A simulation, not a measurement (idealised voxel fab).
Process module heading - voxel lift off
Pictured: cross-section cut, 300 nm wide, on a grid of 5 nm square cells.
Notation: cross-section as square-cell grid; stated in bands, top first, going down; one or more cell rows per band.
The entry gives the band's vertical extent as a top height and a bottom height in nm, then its horizontal make-up as materials from left to right, each with a width in nm. "blank" stands for empty space; a single material marked "throughout" fills the band edge to edge.
Ref level 0: as-received wafer is one material below here. Bottom band extends down with no lower bound ("top 0, no bottom").
The expression "30..40" gives the width at the extremes of the band, the first number at its top row of cells and the second at its bottom row, with the width changing by equal amounts from each row to the next in between.
"nothing different" means the step left every cell of the cross-section as it was.
The entry "Closed internal cavities" lists the empty spaces that cover at least 8 cells and have no open path to the top. Each is written as width x height at distance, where the distance is measured from the left edge and all three values are in nm.
On a step's line, text after the settings is the simulator commenting on that step.
overlay nm, on a step with a mask: how far to the right of its planned place the mask lay; to the left if negative

# Process steps - plan
1: RECEIVE | material Si
2: CONFORMAL_DEP | material Al2O3 | thk nm 5
3: PATTERN | tone open | mask id LINES | material resist | width nm 20 | pitch nm 45 | thk nm 15 | overlay nm 0
4: DIRECTIONAL_DEP | material Ru | thk nm 5
5: STRIP | etch materials resist
6: CONFORMAL_DEP | material SiO2 | thk nm 5

# Incoming wafer, cross-sectional view, post step 1
    top 0, no bottom | Si throughout
    Closed internal cavities: none

# Cross-sectional result after module completion. Note: starting condition and plan are unchanged from above; one processing mistake was made
    top 15, bottom 10 | blank 90 nm | SiO2 35 nm | blank 10 nm | SiO2 35 nm | blank 10 nm | SiO2 35 nm | blank 85 nm
    top 10, bottom 5 | SiO2 95 nm | Ru 25 nm | SiO2 20 nm | Ru 25 nm | SiO2 20 nm | Ru 25 nm | SiO2 90 nm
    top 5, bottom 0 | Al2O3 throughout
    top 0, no bottom | Si throughout
    Closed internal cavities: none
So what did we get wrong on this run? step 3: run off-plan, actual operation and settings PATTERN | tone open | mask id LINES | material resist | width nm 25 | pitch nm 45 | thk nm 15 | overlay nm 0
